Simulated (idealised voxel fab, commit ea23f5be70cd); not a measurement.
process module | voxel self aligned contacts
cross-section cut | 230 nm wide | cells 5 nm
A cross-section is a grid of square cells, given in bands from the top down. A band is one or more rows of cells.
Each band's line starts with the height of the band's top and of its bottom, in nm. Then come its materials from left to right, each with its width in nm. One material with "throughout" fills the band from edge to edge. "air" is empty space.
Height 0 is the level under which the wafer as received is all one material. The lowest band goes on downwards, as in "0 down".
A width such as "30 to 40" changes by the same amount from each row of cells to the next, from the band's top row to its bottom row.
"no change" after a step means that no cell of the cross-section changed.
closed voids: empty space of 8 cells or more with no open way to the top, each as width x height at its distance from the left edge, in nm
after a step's settings: what the simulator itself notes on the step
overlay nm, on a step with a mask: how far to the right of its planned place the mask lay; to the left if negative
plan
1 op RECEIVE | material Si
2 op CONFORMAL_DEP | material SiO2 | thk nm 5
3 op DIRECTIONAL_DEP | material polySi | thk nm 25
4 op DIRECTIONAL_DEP | material SiN | thk nm 15
5 op DIRECTIONAL_DEP | material aC | thk nm 10
6 op PATTERN | tone cover | mask id GATE | material resist | width nm 35 | pitch nm 60 | thk nm 25 | overlay nm 0
7 op DIRECTIONAL_ETCH | etch materials aC | depth nm 10
8 op STRIP | etch materials resist
9 op DIRECTIONAL_ETCH | etch materials SiN | depth nm 15
10 op DIRECTIONAL_ETCH | etch materials polySi | depth nm 25
11 op STRIP | etch materials aC
12 op CONFORMAL_DEP | material SiN | thk nm 5
13 op DIRECTIONAL_ETCH | etch materials SiN | depth nm 5
14 op FILL_DEP | material SiO2 | thk nm 20
15 op CMP | height nm 55
16 op PATTERN | tone open | mask id CONTACT | material resist | width nm 35 | pitch nm 60 | thk nm 15 | overlay nm 0
17 op DIRECTIONAL_ETCH | etch materials SiO2 | depth nm 55
18 op STRIP | etch materials resist
19 op CONFORMAL_DEP | material TiN | thk nm 5
20 op FILL_DEP | material Ru | thk nm 5
21 op CMP | height nm 55
22 op CONFORMAL_DEP | material SiN | thk nm 5
as received, after step 1
  0 down: Si throughout
  closed voids: none
first wafer at the end, as planned
  60 to 55: SiN throughout
  55 to 45: SiO2 65 | TiN 5 to 15 | Ru 25 to 5 | TiN 5 to 15 | SiO2 25 | TiN 5 to 15 | Ru 25 to 5 | TiN 5 to 15 | SiO2 70
  45 to 30: SiO2 30 | SiN 45 | TiN 5 | Ru 5 | TiN 5 | SiN 45 | TiN 5 | Ru 5 | TiN 5 | SiN 45 | SiO2 35
  30 to 5: SiO2 30 | SiN 5 | polySi 35 | SiN 5 | TiN 5 | Ru 5 | TiN 5 | SiN 5 | polySi 35 | SiN 5 | TiN 5 | Ru 5 | TiN 5 | SiN 5 | polySi 35 | SiN 5 | SiO2 35
  5 to 0: SiO2 75 | TiN 15 | SiO2 45 | TiN 15 | SiO2 80
  0 down: Si throughout
  closed voids: none
second wafer at the end: like start, like plan, one mistake
  60 to 55: SiN throughout
  55 to 45: SiO2 65 | TiN 5 | Ru 25 to 5 | TiN 5 to 25 | SiO2 25 | TiN 5 | Ru 25 to 5 | TiN 5 to 25 | SiO2 70
  45 to 30: SiO2 20 | SiN 45 | TiN 5 | Ru 5 | TiN 5 | SiN 45 | TiN 5 | Ru 5 | TiN 5 | SiN 45 | SiO2 45
  30 to 5: SiO2 20 | SiN 5 | polySi 35 | SiN 5 | TiN 5 | Ru 5 | TiN 5 | SiN 5 | polySi 35 | SiN 5 | TiN 5 | Ru 5 | TiN 5 | SiN 5 | polySi 35 | SiN 5 | SiO2 45
  5 to 0: SiO2 65 | TiN 15 | SiO2 45 | TiN 15 | SiO2 90
  0 down: Si throughout
  closed voids: none
what went wrong: step 6 ran as: op PATTERN | tone cover | mask id GATE | material resist | width nm 35 | pitch nm 60 | thk nm 25 | overlay nm -10
at the end the second wafer has, in cells: as many of each material as the first, in other places
